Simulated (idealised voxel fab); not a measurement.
Process module heading - voxel self aligned vias
This is section cut - it's 170 nm across, gridded in 5 nm square cells.
Cross-section = grid of square cells, listed top down in bands; band = one or more rows.
For a band, the entry starts with two heights in nm, that of the top and then that of the bottom, and carries on with the band's materials in order from left to right, each alongside its width in nm; the word "edge to edge" beside a single material means it fills the band edge to edge, and "blank" means empty space.
For the purposes of this specification, 0 denotes the height below which the wafer in its as-received condition is composed wholly of one material, and the lowermost band, lacking a lower limit, extends downward without end, as expressed in "0 and below".
A width such as "30->40" changes by the same amount from each row of cells to the next, from the band's top row to its bottom row.
"all unchanged" means the step left every cell of the cross-section as it was.
Reported under the label "Fully sealed voids" are the empty spaces having no open way to the top and comprising 8 cells or more; the notation for each is width x height at distance, in which the distance is measured from the left edge and all three values are in nm.
If you see something after the settings on a step's line, that's the simulator's own remark about that step.
Among the settings permitted on a step's line is "overlay nm"; applied to a step with a mask, it specifies the extent to which the mask lay to the right of its planned position, whereas a negative figure signifies a position to the left.
[plan]
1,RECEIVE [material Si]
2,CONFORMAL_DEP [material SiO2] [thk nm 15]
3,CONFORMAL_DEP [material SiCN] [thk nm 5]
4,DIRECTIONAL_DEP [material lowk] [thk nm 20]
5,PATTERN [tone open] [mask id LINES] [material resist] [width nm 20] [pitch nm 50] [thk nm 20] [overlay nm 0]
6,DIRECTIONAL_ETCH [etch materials lowk] [depth nm 20]
7,STRIP [etch materials resist]
8,CONFORMAL_DEP [material TiN] [thk nm 5]
9,FILL_DEP [material Ru] [thk nm 5]
10,CMP [height nm 40]
11,SELECTIVE_ETCH [etch materials W Ru TiN] [depth nm 5]
12,FILL_DEP [material SiN] [thk nm 10]
13,CMP [height nm 40]
14,DIRECTIONAL_DEP [material lowk] [thk nm 15]
15,MASKED_ETCH [tone open] [mask id VIAS] [width nm 30] [etch materials lowk] [depth nm 15] [overlay nm 0]
16,MASKED_ETCH [tone open] [mask id VIAS] [width nm 30] [etch materials SiN] [depth nm 5] [overlay nm 0]
17,CONFORMAL_DEP [material TiN] [thk nm 5]
18,FILL_DEP [material Ru] [thk nm 10]
19,CMP [height nm 55]
20,CONFORMAL_DEP [material SiN] [thk nm 5]
[as received, after step 1]
> 0 and below: Si edge to edge
> Fully sealed voids: none
[The plan above was carried out on the starting structure above with one mistake, and this cross-section shows the wafer at the end of the module]
> 70 down to 55: SiN edge to edge
> 55 down to 45: lowk 45; TiN 5; Ru 20; TiN 5; lowk 95
> 45 down to 40: lowk 45; TiN 10; Ru 10; TiN 10; lowk 95
> 40 down to 35: lowk 50; TiN 20; lowk 30; SiN 20; lowk 50
> 35 down to 25: lowk 50; TiN 5; Ru 10; TiN 5; lowk 30; TiN 5; Ru 10; TiN 5; lowk 50
> 25 down to 20: lowk 50; TiN 20; lowk 30; TiN 20; lowk 50
> 20 down to 15: SiCN edge to edge
> 15 down to 0: SiO2 edge to edge
> 0 and below: Si edge to edge
> Fully sealed voids: none
Processing error: step 20 ran with different settings than intended, the actual operation and settings being CONFORMAL_DEP [material SiN] [thk nm 15]
